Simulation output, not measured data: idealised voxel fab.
The process module presented herein is designated voxel released beams.
The cross-section shown here is cut; it is 150 nm wide and divided into square cells measuring 5 nm on a side.
Cross-section = grid of square cells, listed top down in bands; band = one or more rows. Top height, bottom height, nm. Materials left to right, width each, nm. Single material + "full width" = fills band edge to edge. "empty" = empty. Below 0: as-received wafer, all one material; heights counted from there. Lowest band: no bottom, goes on down, written "0 nm and below". Quick explanation for "30 to 40": the width changes in equal steps down the rows of cells, from the first number in the band's top row to the second number in its bottom row. You'll sometimes find "nothing was modified" written for a step, and that's the way of saying that nowhere in the cross-section did a cell change during that step. This entry, "Fully sealed voids", enumerates those empty regions of no fewer than 8 cells that possess no open connection to the top. Each region is reported in the form width x height at distance, the distance being taken from the left edge, with all three quantities expressed in nm. Heads up: the bit after the settings on a step's line is the simulator's remark on that step. When a step includes a mask, the "overlay nm" setting on its line states how far to the right of its planned place that mask lay, and negative values state how far to the left.
List of planned process steps
1,RECEIVE with material Si
2,CONFORMAL_DEP with material Al2O3, thk nm 5
3,DIRECTIONAL_DEP with material SiO2, thk nm 10
4,PATTERN with tone open, mask id ANCHOR, material resist, width nm 25, thk nm 20, overlay nm 0
5,DIRECTIONAL_ETCH with etch materials SiO2, depth nm 10
6,STRIP with etch materials resist
7,CONFORMAL_DEP with material SiN, thk nm 10
8,PATTERN with tone cover, mask id BEAM, material resist, width nm 110, thk nm 15, overlay nm 0
9,DIRECTIONAL_ETCH with etch materials SiN, depth nm 10
10,STRIP with etch materials resist
11,STRIP with etch materials SiO2
What sets these wafers apart? The overlay nm at step 8. They all start alike, and the plan carries the first wafer's value.
As received, i.e. after step 1: cross-section through the first of several wafers
  0 nm and below = Si full width
  Fully sealed voids: none
Module end state after final step 11: cross-section of the first of several wafers
  25 nm to 15 nm = empty 15  SiN 15  empty 5  SiN 90  empty 25
  15 nm to 5 nm = empty 20  SiN 25  empty 105
  5 nm to 0 nm = Al2O3 full width
  0 nm and below = Si full width
  Fully sealed voids: none
Last wafer, end of module, cross-section
  25 nm to 15 nm = empty 25  SiN 5  empty 5  SiN 100  empty 15
  15 nm to 5 nm = empty 20  SiN 25  empty 105
  5 nm to 0 nm = Al2O3 full width
  0 nm and below = Si full width
  Fully sealed voids: none
Quick key for the table: a row per wafer, taken at the end of the module. For each material it tells you how many cells the wafer gained (+) or lost (-) since it came in, and the closed voids come after
overlay nm 0, +30 Al2O3, +52 SiN, Fully sealed voids: none
overlay nm 5, +30 Al2O3, +52 SiN, Fully sealed voids: none
overlay nm 10, +30 Al2O3, +52 SiN, Fully sealed voids: none
